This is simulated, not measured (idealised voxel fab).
Process module heading - voxel transistor to metal
Section cut is 185 nm wide and gridded with 5 nm square cells.
Heads up, the way a cross-section reads in here is a grid of square cells, handed over as bands from the top down, with every band being one or more rows of cells.
Look at the band entry: it leads with the top's height and the bottom's height in nm. Then it lists the materials left to right, with a width in nm for each. The word "edge to edge" on a single material says that material fills the band edge to edge. The word "empty" is empty space.
For the purposes of this specification, 0 denotes the height below which the wafer in its as-received condition is composed wholly of one material, and the lowermost band, lacking a lower limit, extends downward without end, as expressed in "0 nm and below".
The width entry "30..40" should be interpreted row by row: the top row of cells in the band takes the first number, the bottom row takes the second number, and the change between adjacent rows is uniform throughout.
No cell of the cross-section changed in a step that is given as "same as before".
Closed empty spaces (no open way to the top) of 8 cells or more are what "Trapped void list" lists, each as width x height at distance from the left edge, nm for all three.
Where a step's line continues beyond its settings, the continuation is a remark by the simulator itself on that step.
"overlay nm", when on a step's line for a step with a mask, measures how far to the right of its planned place the mask lay; a negative measure means to the left.

[This section lists the process steps that were planned]
step 1: RECEIVE [material Si]
step 2: CONFORMAL_DEP [material SiO2] [thk nm 5]
step 3: CONFORMAL_DEP [material SiN] [thk nm 15]
step 4: DIRECTIONAL_DEP [material aC] [thk nm 10]
step 5: PATTERN [tone cover] [mask id ACTIVE] [material resist] [width nm 105] [thk nm 25] [overlay nm 0]
step 6: DIRECTIONAL_ETCH [etch materials aC] [depth nm 10]
step 7: STRIP [etch materials resist]
step 8: DIRECTIONAL_ETCH [etch materials SiN] [depth nm 15]
step 9: DIRECTIONAL_ETCH [etch materials SiO2] [depth nm 5]
step 10: DIRECTIONAL_ETCH [etch materials Si] [depth nm 35]
step 11: STRIP [etch materials aC]
step 12: OXIDIZE [depth nm 5]
step 13: FILL_DEP [material SiO2] [thk nm 5]
step 14: CMP [height nm 20]
step 15: SELECTIVE_ETCH [etch materials SiO2] [depth nm 10]
step 16: STRIP [etch materials SiN]
step 17: SELECTIVE_ETCH [etch materials SiO2] [depth nm 5]
step 18: OXIDIZE [depth nm 5]
step 19: DIRECTIONAL_DEP [material polySi] [thk nm 25]
step 20: DIRECTIONAL_DEP [material SiCN] [thk nm 10]
step 21: DIRECTIONAL_DEP [material aC] [thk nm 15]
step 22: PATTERN [tone cover] [mask id GATE] [material resist] [width nm 35] [thk nm 35] [overlay nm 0]
step 23: DIRECTIONAL_ETCH [etch materials aC] [depth nm 15]
step 24: STRIP [etch materials resist]
step 25: DIRECTIONAL_ETCH [etch materials SiCN] [depth nm 20]
step 26: DIRECTIONAL_ETCH [etch materials polySi] [depth nm 35]
step 27: STRIP [etch materials aC]
step 28: CONFORMAL_DEP [material SiN] [thk nm 10]
step 29: DIRECTIONAL_ETCH [etch materials SiN] [depth nm 10]
step 30: DIRECTIONAL_ETCH [etch materials SiO2] [depth nm 5]
step 31: DIRECTIONAL_ETCH [etch materials Si] [depth nm 5]
step 32: EPI [material SiGe] [thk nm 10]
step 33: FILL_DEP [material SiO2] [thk nm 5]
step 34: CMP [height nm 25]
step 35: STRIP [etch materials polySi]
step 36: SELECTIVE_ETCH [etch materials SiO2] [depth nm 5]
step 37: CONFORMAL_DEP [material HfO2] [thk nm 5]
step 38: CONFORMAL_DEP [material TiN] [thk nm 5]
step 39: FILL_DEP [material W] [thk nm 5]
step 40: CMP [height nm 20]
step 41: DIRECTIONAL_DEP [material SiO2] [thk nm 10]
step 42: DIRECTIONAL_DEP [material aC] [thk nm 15]
step 43: PATTERN [tone open] [mask id CONTACT] [material resist] [width nm 15] [pitch nm 80] [thk nm 30] [overlay nm 0]
step 44: DIRECTIONAL_ETCH [etch materials aC] [depth nm 15]
step 45: STRIP [etch materials resist]
step 46: DIRECTIONAL_ETCH [etch materials SiO2] [depth nm 30]
step 47: STRIP [etch materials aC]
step 48: CONFORMAL_DEP [material TiN] [thk nm 5]
step 49: FILL_DEP [material Ru] [thk nm 5]
step 50: CMP [height nm 30]
step 51: DIRECTIONAL_DEP [material TiN] [thk nm 5]
step 52: DIRECTIONAL_DEP [material W] [thk nm 20]
step 53: PATTERN [tone cover] [mask id METAL_1] [material resist] [width nm 15] [pitch nm 80] [thk nm 15] [overlay nm 0]
step 54: DIRECTIONAL_ETCH [etch materials W] [depth nm 20]
step 55: DIRECTIONAL_ETCH [etch materials TiN] [depth nm 5]
step 56: STRIP [etch materials resist]
step 57: FILL_DEP [material SiO2] [thk nm 10]
step 58: CMP [height nm 55]
step 59: CONFORMAL_DEP [material SiCN] [thk nm 5]
step 60: DIRECTIONAL_DEP [material lowk] [thk nm 30]
step 61: MASKED_ETCH [tone open] [mask id METAL_2] [width nm 15] [pitch nm 80] [etch materials lowk] [depth nm 20] [overlay nm 0]
step 62: MASKED_ETCH [tone open] [mask id METAL_2_HOLES] [width nm 15] [pitch nm 80] [etch materials lowk] [depth nm 10] [overlay nm 0]
step 63: MASKED_ETCH [tone open] [mask id METAL_2_HOLES] [width nm 15] [pitch nm 80] [etch materials SiCN] [depth nm 5] [overlay nm 0]
step 64: CONFORMAL_DEP [material TiN] [thk nm 5]
step 65: FILL_DEP [material Cu] [thk nm 10]
step 66: CMP [height nm 90]
step 67: CONFORMAL_DEP [material SiN] [thk nm 5]

[Cross-section, incoming material, after step 1]
- 0 nm and below: Si edge to edge
- Trapped void list: none

[End-of-module XS, first of two wafers, run as planned]
- 95 nm to 90 nm: SiN edge to edge
- 90 nm to 60 nm: lowk: 45  TiN: 5  Cu: 5  TiN: 5  lowk: 65  TiN: 5  Cu: 5  TiN: 5  lowk: 45
- 60 nm to 55 nm: SiCN: 45  TiN: 15  SiCN: 65  TiN: 15  SiCN: 45
- 55 nm to 35 nm: SiO2: 45  W: 15  SiO2: 65  W: 15  SiO2: 45
- 35 nm to 30 nm: SiO2: 45  TiN: 15  SiO2: 65  TiN: 15  SiO2: 45
- 30 nm to 20 nm: SiO2: 45  TiN: 5  Ru: 5  TiN: 5  SiO2: 65  TiN: 5  Ru: 5  TiN: 5  SiO2: 45
- 20 nm to 10 nm: SiO2: 45  TiN: 5  Ru: 5  TiN: 5  SiO2: 5  SiN: 10  HfO2: 5  TiN: 5  W: 15  TiN: 5  HfO2: 5  SiN: 10  SiO2: 5  TiN: 5  Ru: 5  TiN: 5  SiO2: 45
- 10 nm to 5 nm: SiO2: 45  TiN: 15  SiO2: 5  SiN: 10  HfO2: 5  TiN: 5  W: 15  TiN: 5  HfO2: 5  SiN: 10  SiO2: 5  TiN: 15  SiO2: 45
- 5 nm to 0 nm: SiO2: 35  SiN: 10  TiN: 10  SiGe: 10  SiN: 10  HfO2: 5  TiN: 25  HfO2: 5  SiN: 10  SiGe: 10  TiN: 10  SiN: 10  SiO2: 35
- 0 nm to -5 nm: SiO2: 45  SiGe: 20  SiO2: 5  HfO2: 45  SiO2: 5  SiGe: 20  SiO2: 45
- -5 nm to -10 nm: SiO2: 45  SiGe: 20  Si: 55  SiGe: 20  SiO2: 45
- -10 nm to -40 nm: SiO2: 45  Si: 95  SiO2: 45
- -40 nm and below: Si edge to edge
- Trapped void list: none

[Wafer two, end of module, cross-section. Same start, same plan as wafer one. One mistake in the run]
- 95 nm to 90 nm: SiN edge to edge
- 90 nm to 60 nm: lowk: 45  TiN: 5  Cu: 5  TiN: 5  lowk: 65  TiN: 5  Cu: 5  TiN: 5  lowk: 45
- 60 nm to 55 nm: SiCN: 45  TiN: 15  SiCN: 65  TiN: 15  SiCN: 45
- 55 nm to 35 nm: SiO2: 45  W: 15  SiO2: 65  W: 15  SiO2: 45
- 35 nm to 30 nm: SiO2: 45  TiN: 15  SiO2: 65  TiN: 15  SiO2: 45
- 30 nm to 20 nm: SiO2: 50  TiN: 5  Ru: 5  TiN: 5  SiO2: 65  TiN: 5  Ru: 5  TiN: 5  SiO2: 40
- 20 nm to 10 nm: SiO2: 50  TiN: 5  Ru: 5  TiN: 5  SiN: 10  HfO2: 5  TiN: 5  W: 15  TiN: 5  HfO2: 5  SiN: 10  SiO2: 10  TiN: 5  Ru: 5  TiN: 5  SiO2: 40
- 10 nm to 5 nm: SiO2: 50  TiN: 15  SiN: 10  HfO2: 5  TiN: 5  W: 15  TiN: 5  HfO2: 5  SiN: 10  SiO2: 10  TiN: 15  SiO2: 40
- 5 nm to 0 nm: SiO2: 35  SiN: 10  SiO2: 5  TiN: 5  SiGe: 10  SiN: 10  HfO2: 5  TiN: 25  HfO2: 5  SiN: 10  SiGe: 10  TiN: 10  SiN: 10  SiO2: 35
- 0 nm to -5 nm: SiO2: 45  SiGe: 20  SiO2: 5  HfO2: 45  SiO2: 5  SiGe: 20  SiO2: 45
- -5 nm to -10 nm: SiO2: 45  SiGe: 20  Si: 55  SiGe: 20  SiO2: 45
- -10 nm to -40 nm: SiO2: 45  Si: 95  SiO2: 45
- -40 nm and below: Si edge to edge
- Trapped void list: none
Want to know what went wrong? step 43 off recipe, ran as PATTERN [tone open] [mask id CONTACT] [material resist] [width nm 15] [pitch nm 80] [thk nm 30] [overlay nm 5]
Final wafer comparison in cells, second versus first, more or fewer per material: SiO2: 1 more | TiN: 1 fewer
